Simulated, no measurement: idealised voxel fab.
process module | voxel released beams
cross-section cut | 140 nm wide | cells 5 nm
A cross-section is a grid of square cells, given in bands from the top down. A band is one or more rows of cells.
Each band's line starts with the height of the band's top and of its bottom, in nm. Then come its materials from left to right, each with its width in nm. One material with "throughout" fills the band from edge to edge. "air" is empty space.
Height 0 is the level under which the wafer as received is all one material. The lowest band goes on downwards, as in "0 down".
A width such as "30 to 40" changes by the same amount from each row of cells to the next, from the band's top row to its bottom row.
"no change" after a step means that no cell of the cross-section changed.
closed voids: empty space of 8 cells or more with no open way to the top, each as width x height at its distance from the left edge, in nm
after a step's settings: what the simulator itself notes on the step
overlay nm, on a step with a mask: how far to the right of its planned place the mask lay; to the left if negative
plan
1 op RECEIVE | material Si
2 op CONFORMAL_DEP | material Al2O3 | thk nm 5
3 op DIRECTIONAL_DEP | material SiO2 | thk nm 10
4 op MASKED_ETCH | tone open | mask id ANCHOR | width nm 30 | etch materials SiO2 | depth nm 10 | overlay nm 0
5 op CONFORMAL_DEP | material W | thk nm 10
6 op MASKED_ETCH | tone cover | mask id BEAM | width nm 80 | etch materials W | depth nm 10 | overlay nm 0
7 op STRIP | etch materials SiO2
as received, after step 1
  0 down: Si throughout
  closed voids: none
first wafer at the end, as planned
  25 to 15: air 25 | W 15 | air 10 | W 55 | air 35
  15 to 5: air 30 | W 30 | air 80
  5 to 0: Al2O3 throughout
  0 down: Si throughout
  closed voids: none
second wafer at the end: like start, like plan, one mistake
  35 to 25: air 25 | W 15 | air 10 | W 55 | air 35
  25 to 15: air 30 | W 30 | air 80
  15 to 0: Al2O3 throughout
  0 down: Si throughout
  closed voids: none
what went wrong: step 2 ran as: op CONFORMAL_DEP | material Al2O3 | thk nm 15
at the end the second wafer has, in cells: 56 more of Al2O3
